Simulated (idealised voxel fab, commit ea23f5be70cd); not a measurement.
The following process module bears the name voxel transistor to metal.
Xsec cut, 145 nm wide, square cell size 5 nm.
Cross-section spec: square-cell grid; bands listed top down; each band is one or more rows. Read a band's entry like this: the first values are the height of its top and the height of its bottom in nm, and what follows is the sequence of materials from left to right, each with its width in nm. Note that "blank" is empty space, and that a single material marked "all across" reaches across the band from edge to edge. Height is counted from the level 0, under which the received wafer is composed throughout of one material. The lowest of the bands is not closed at the bottom but continues downward, in the notation "0 -> down". The two numbers in a width such as "30->40" mark its ends across the band: the first belongs to the top row of cells, the second to the bottom row, and from each row to the next the width moves by the same amount. Step marked "no alterations made"? Then no cell in the cross-section changed in it. Listed in "Enclosed void inventory": every empty space of 8 or more cells without an open way to the top. Form: width x height at distance, the distance being from the left edge, all in nm. Whatever follows a step's settings on its line is a remark the simulator itself makes about that step. A step line may carry the setting "overlay nm", which, for steps involving a mask, states the distance by which the mask lay to the right of its intended position; negative values denote displacement to the left.
Steps planned for the process
1 RECEIVE, material Si
2 OXIDIZE, depth nm 5
3 CONFORMAL_DEP, material SiN, thk nm 15
4 DIRECTIONAL_DEP, material aC, thk nm 10
5 PATTERN, tone cover, mask id ACTIVE, material resist, width nm 100, thk nm 30, overlay nm 0
6 DIRECTIONAL_ETCH, etch materials aC, depth nm 10
7 STRIP, etch materials resist
8 DIRECTIONAL_ETCH, etch materials SiN, depth nm 15
9 DIRECTIONAL_ETCH, etch materials SiO2, depth nm 5
10 DIRECTIONAL_ETCH, etch materials Si, depth nm 25
11 STRIP, etch materials aC
12 FILL_DEP, material SiO2, thk nm 15
13 CMP, height nm 15
14 SELECTIVE_ETCH, etch materials SiO2, depth nm 10
15 STRIP, etch materials SiN
16 SELECTIVE_ETCH, etch materials SiO2, depth nm 5
17 OXIDIZE, depth nm 5
18 DIRECTIONAL_DEP, material polySi, thk nm 20
19 DIRECTIONAL_DEP, material SiCN, thk nm 15
20 PATTERN, tone cover, mask id GATE, material resist, width nm 20, thk nm 15, overlay nm 0
21 DIRECTIONAL_ETCH, etch materials SiCN, depth nm 25
22 DIRECTIONAL_ETCH, etch materials polySi, depth nm 30
23 STRIP, etch materials resist
24 CONFORMAL_DEP, material SiO2, thk nm 5
25 DIRECTIONAL_ETCH, etch materials SiO2, depth nm 5
26 CONFORMAL_DEP, material SiN, thk nm 5
27 DIRECTIONAL_ETCH, etch materials SiN, depth nm 5
28 DIRECTIONAL_ETCH, etch materials SiO2, depth nm 5
29 DIRECTIONAL_ETCH, etch materials Si, depth nm 10
30 EPI, material nSi, thk nm 10
31 FILL_DEP, material SiO2, thk nm 5
32 CMP, height nm 30
33 DIRECTIONAL_DEP, material SiO2, thk nm 10
34 PATTERN, tone open, mask id CONTACT, material resist, width nm 30, pitch nm 60, thk nm 20, overlay nm 0
35 DIRECTIONAL_ETCH, etch materials SiO2, depth nm 50
36 STRIP, etch materials resist
37 CONFORMAL_DEP, material TiN, thk nm 5
38 FILL_DEP, material W, thk nm 10
39 CMP, height nm 40
40 CONFORMAL_DEP, material SiCN, thk nm 5
41 DIRECTIONAL_DEP, material lowk, thk nm 15
42 PATTERN, tone open, mask id METAL_1, material resist, width nm 20, pitch nm 70, thk nm 15, overlay nm 0
43 DIRECTIONAL_ETCH, etch materials lowk, depth nm 15
44 DIRECTIONAL_ETCH, etch materials SiCN, depth nm 5
45 STRIP, etch materials resist
46 CONFORMAL_DEP, material TiN, thk nm 5
47 FILL_DEP, material Cu, thk nm 10
48 CMP, height nm 60
49 CONFORMAL_DEP, material SiCN, thk nm 5
50 DIRECTIONAL_DEP, material SiO2, thk nm 35
51 DIRECTIONAL_DEP, material aC, thk nm 10
52 PATTERN, tone open, mask id METAL_2_HOLES, material resist, width nm 15, pitch nm 70, thk nm 25, overlay nm 0
53 DIRECTIONAL_ETCH, etch materials aC, depth nm 10
54 STRIP, etch materials resist
55 DIRECTIONAL_ETCH, etch materials SiO2, depth nm 35
56 STRIP, etch materials aC
57 PATTERN, tone open, mask id METAL_2, material resist, width nm 20, pitch nm 70, thk nm 15, overlay nm 0
58 DIRECTIONAL_ETCH, etch materials SiO2, depth nm 20
59 DIRECTIONAL_ETCH, etch materials SiCN, depth nm 5
60 STRIP, etch materials resist
61 CONFORMAL_DEP, material TiN, thk nm 5
62 FILL_DEP, material Cu, thk nm 10
63 CMP, height nm 100
64 CONFORMAL_DEP, material SiN, thk nm 5
The cross-section here shows the wafer as received, i.e. in its state after step 1
0 -> down  Si all across
Enclosed void inventory: none
Figure: cross-sectional view of the wafer upon completion of the module, processed from the initial state and according to the plan depicted above, with one error introduced during execution
105 -> 100  SiN all across
100 -> 65  W all across
65 -> 60  SiCN all across
60 -> 45  25 of lowk, 5 of TiN, 10 of Cu, 5 of TiN, 50 of lowk, 5 of TiN, 10 of Cu, 5 of TiN, 30 of lowk
45 -> 40  25 of SiCN, 20 of TiN, 50 of SiCN, 20 of TiN, 30 of SiCN
40 -> 30  25 of SiO2, 5 of TiN, 20->15 of W, 5->10 of TiN, 30 of SiO2, 5->10 of TiN, 20->15 of W, 5 of TiN, 30 of SiO2
30 -> 15  25 of SiO2, 5 of TiN, 15 of W, 5 of TiN, 5 of SiN, 5 of SiO2, 20 of SiCN, 5 of SiO2, 5 of SiN, 5 of TiN, 15 of W, 5 of TiN, 30 of SiO2
15 -> 5  25 of SiO2, 5 of TiN, 15 of W, 5 of TiN, 5 of SiN, 5 of SiO2, 20 of polySi, 5 of SiO2, 5 of SiN, 5 of TiN, 15 of W, 5 of TiN, 30 of SiO2
5 -> 0  25 of SiO2, 25 of TiN, 5 of SiN, 5 of SiO2, 20 of polySi, 5 of SiO2, 5 of SiN, 25 of TiN, 30 of SiO2
0 -> -5  20 of SiO2, 5 of SiN, 10 of nSi, 5 of TiN, 10 of nSi, 5 of SiN, 5 of SiO2, 20 of polySi, 5 of SiO2, 5 of SiN, 10 of nSi, 5 of TiN, 10 of nSi, 5 of SiN, 25 of SiO2
-5 -> -10  25 of SiO2, 10 of nSi, 5 of TiN, 10 of nSi, 40 of SiO2, 10 of nSi, 5 of TiN, 10 of nSi, 30 of SiO2
-10 -> -20  20 of SiO2, 5 of Si, 25 of nSi, 40 of Si, 25 of nSi, 5 of Si, 25 of SiO2
-20 -> -30  20 of SiO2, 100 of Si, 25 of SiO2
-30 -> down  Si all across
Enclosed void inventory: none
Run error: step 50 deviated from plan and actually ran as DIRECTIONAL_DEP, material W, thk nm 35
